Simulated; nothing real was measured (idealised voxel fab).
Process module in this document: voxel spacer lines
Cross-section cut spans 240 nm and uses square cells 5 nm in size.
For the purposes of this document, a cross-section shall be understood as a grid of square cells, specified as bands listed in top-to-bottom order, each band consisting of one or more rows of cells.
Within each band entry, the heights of the top and of the bottom of the band appear first, in that order and in nm; the materials of the band then follow from left to right, each with its corresponding width in nm. The designation "throughout" on a single material indicates that it fills the band from edge to edge; the designation "air" indicates empty space.
Zero point of the height axis is 0; under it, received wafer = one material. Lowest band: continues down indefinitely, "0..down".
You'd read "30->40" like this: the band's top row of cells is as wide as the first number, its bottom row is as wide as the second, and going down, every row changes width by the same amount as the row before did.
"no alterations made" means the step left every cell of the cross-section as it was.
The entry "Completely enclosed voids" lists the empty spaces that cover at least 8 cells and have no open path to the top. Each is written as width x height at distance, where the distance is measured from the left edge and all three values are in nm.
Whatever follows a step's settings on its line is a remark the simulator itself makes about that step.
overlay nm: mask offset rightward from planned place, masked step; negative means leftward offset.
THE STEPS PLANNED FOR THE PROCESS ARE AS FOLLOWS
1) RECEIVE | material Si
2) CONFORMAL_DEP | material Al2O3 | thk nm 10
3) DIRECTIONAL_DEP | material polySi | thk nm 20
4) DIRECTIONAL_DEP | material aC | thk nm 30
5) PATTERN | tone cover | mask id MANDREL | material resist | width nm 20 | pitch nm 60 | thk nm 40 | overlay nm 0
6) DIRECTIONAL_ETCH | etch materials aC | depth nm 30
7) STRIP | etch materials resist
8) CONFORMAL_DEP | material SiO2 | thk nm 10
9) DIRECTIONAL_ETCH | etch materials SiO2 | depth nm 10
10) STRIP | etch materials aC
11) DIRECTIONAL_ETCH | etch materials polySi | depth nm 20
12) STRIP | etch materials SiO2
THE FIRST WAFER OF TWO, PROCESSED AS PLANNED
CROSS-SECTION OF THE INCOMING WAFER, STATE AFTER STEP 1
    0..down: Si throughout
    Completely enclosed voids: none
AFTER STEP 2: WAFER CROSS-SECTION
    10..0: Al2O3 throughout
    For the remainder of the cross-section, below 0, there is no change.
AFTER STEP 3: WAFER CROSS-SECTION
    30..10: polySi throughout
    For the remainder of the cross-section, below 10, there is no change.
AFTER STEP 4: WAFER CROSS-SECTION
    60..30: aC throughout
    For the remainder of the cross-section, below 30, there is no change.
AFTER STEP 5: WAFER CROSS-SECTION
    100..60: air 50 / resist 20 / air 40 / resist 20 / air 40 / resist 20 / air 50
    For the remainder of the cross-section, below 60, there is no change.
AFTER STEP 6: WAFER CROSS-SECTION
    70..60: air 50 / resist 20 / air 40 / resist 20 / air 40 / resist 20 / air 50
    60..30: air 50 / aC 20 / air 40 / aC 20 / air 40 / aC 20 / air 50
    For the remainder of the cross-section, below 30, there is no change.
AFTER STEP 7: WAFER CROSS-SECTION
    60..30: air 50 / aC 20 / air 40 / aC 20 / air 40 / aC 20 / air 50
    For the remainder of the cross-section, below 30, there is no change.
AFTER STEP 8: WAFER CROSS-SECTION
    70..60: air 40 / SiO2 40 / air 20 / SiO2 40 / air 20 / SiO2 40 / air 40
    60..40: air 40 / SiO2 10 / aC 20 / SiO2 10 / air 20 / SiO2 10 / aC 20 / SiO2 10 / air 20 / SiO2 10 / aC 20 / SiO2 10 / air 40
    40..30: SiO2 50 / aC 20 / SiO2 40 / aC 20 / SiO2 40 / aC 20 / SiO2 50
    For the remainder of the cross-section, below 30, there is no change.
AFTER STEP 9: WAFER CROSS-SECTION
    60..30: air 40 / SiO2 10 / aC 20 / SiO2 10 / air 20 / SiO2 10 / aC 20 / SiO2 10 / air 20 / SiO2 10 / aC 20 / SiO2 10 / air 40
    For the remainder of the cross-section, below 30, there is no change.
AFTER STEP 10: WAFER CROSS-SECTION
    60..30: air 40 / SiO2 10 / air 20 / SiO2 10 / air 20 / SiO2 10 / air 20 / SiO2 10 / air 20 / SiO2 10 / air 20 / SiO2 10 / air 40
    For the remainder of the cross-section, below 30, there is no change.
AFTER STEP 11: WAFER CROSS-SECTION
    60..30: air 40 / SiO2 10 / air 20 / SiO2 10 / air 20 / SiO2 10 / air 20 / SiO2 10 / air 20 / SiO2 10 / air 20 / SiO2 10 / air 40
    30..10: air 40 / polySi 10 / air 20 / polySi 10 / air 20 / polySi 10 / air 20 / polySi 10 / air 20 / polySi 10 / air 20 / polySi 10 / air 40
    For the remainder of the cross-section, below 10, there is no change.
AFTER STEP 12: WAFER CROSS-SECTION
    30..10: air 40 / polySi 10 / air 20 / polySi 10 / air 20 / polySi 10 / air 20 / polySi 10 / air 20 / polySi 10 / air 20 / polySi 10 / air 40
    For the remainder of the cross-section, below 10, there is no change.
WHAT FOLLOWS CONCERNS THE SECOND WAFER, WHICH STARTED OUT LIKE THE FIRST AND WAS MEANT TO FOLLOW THE VERY SAME PLAN; ONE MISTAKE CREPT IN WHEN IT WAS RUN, BUT EVERYTHING UP TO AND INCLUDING STEP 2 IS THE SAME AS FOR THE FIRST WAFER
SECOND WAFER PROFILE IN SECTION, AT THE MOMENT STEP 3 OF THE PLAN WAS MEANT TO BE COMPLETE
    50..10: polySi throughout
    For the remainder of the cross-section, below 10, there is no change.
SECOND WAFER PROFILE IN SECTION, AT THE MOMENT STEP 4 OF THE PLAN WAS MEANT TO BE COMPLETE
    80..50: aC throughout
    For the remainder of the cross-section, below 50, there is no change.
SECOND WAFER PROFILE IN SECTION, AT THE MOMENT STEP 5 OF THE PLAN WAS MEANT TO BE COMPLETE
    120..80: air 50 / resist 20 / air 40 / resist 20 / air 40 / resist 20 / air 50
    For the remainder of the cross-section, below 80, there is no change.
SECOND WAFER PROFILE IN SECTION, AT THE MOMENT STEP 6 OF THE PLAN WAS MEANT TO BE COMPLETE
    90..80: air 50 / resist 20 / air 40 / resist 20 / air 40 / resist 20 / air 50
    80..50: air 50 / aC 20 / air 40 / aC 20 / air 40 / aC 20 / air 50
    For the remainder of the cross-section, below 50, there is no change.
SECOND WAFER PROFILE IN SECTION, AT THE MOMENT STEP 7 OF THE PLAN WAS MEANT TO BE COMPLETE
    80..50: air 50 / aC 20 / air 40 / aC 20 / air 40 / aC 20 / air 50
    For the remainder of the cross-section, below 50, there is no change.
SECOND WAFER PROFILE IN SECTION, AT THE MOMENT STEP 8 OF THE PLAN WAS MEANT TO BE COMPLETE
    90..80: air 40 / SiO2 40 / air 20 / SiO2 40 / air 20 / SiO2 40 / air 40
    80..60: air 40 / SiO2 10 / aC 20 / SiO2 10 / air 20 / SiO2 10 / aC 20 / SiO2 10 / air 20 / SiO2 10 / aC 20 / SiO2 10 / air 40
    60..50: SiO2 50 / aC 20 / SiO2 40 / aC 20 / SiO2 40 / aC 20 / SiO2 50
    For the remainder of the cross-section, below 50, there is no change.
SECOND WAFER PROFILE IN SECTION, AT THE MOMENT STEP 9 OF THE PLAN WAS MEANT TO BE COMPLETE
    80..50: air 40 / SiO2 10 / aC 20 / SiO2 10 / air 20 / SiO2 10 / aC 20 / SiO2 10 / air 20 / SiO2 10 / aC 20 / SiO2 10 / air 40
    For the remainder of the cross-section, below 50, there is no change.
SECOND WAFER PROFILE IN SECTION, AT THE MOMENT STEP 10 OF THE PLAN WAS MEANT TO BE COMPLETE
    80..50: air 40 / SiO2 10 / air 20 / SiO2 10 / air 20 / SiO2 10 / air 20 / SiO2 10 / air 20 / SiO2 10 / air 20 / SiO2 10 / air 40
    For the remainder of the cross-section, below 50, there is no change.
SECOND WAFER PROFILE IN SECTION, AT THE MOMENT STEP 11 OF THE PLAN WAS MEANT TO BE COMPLETE
    80..50: air 40 / SiO2 10 / air 20 / SiO2 10 / air 20 / SiO2 10 / air 20 / SiO2 10 / air 20 / SiO2 10 / air 20 / SiO2 10 / air 40
    50..30: air 40 / polySi 10 / air 20 / polySi 10 / air 20 / polySi 10 / air 20 / polySi 10 / air 20 / polySi 10 / air 20 / polySi 10 / air 40
    For the remainder of the cross-section, below 30, there is no change.
SECOND WAFER PROFILE IN SECTION, AT THE MOMENT STEP 12 OF THE PLAN WAS MEANT TO BE COMPLETE
    50..30: air 40 / polySi 10 / air 20 / polySi 10 / air 20 / polySi 10 / air 20 / polySi 10 / air 20 / polySi 10 / air 20 / polySi 10 / air 40
    For the remainder of the cross-section, below 30, there is no change.
Against the plan, the run slipped here: step 3 of the plan was carried out twice
Final tally in cells, some materials are higher or lower on the second wafer than on the first: +192 polySi
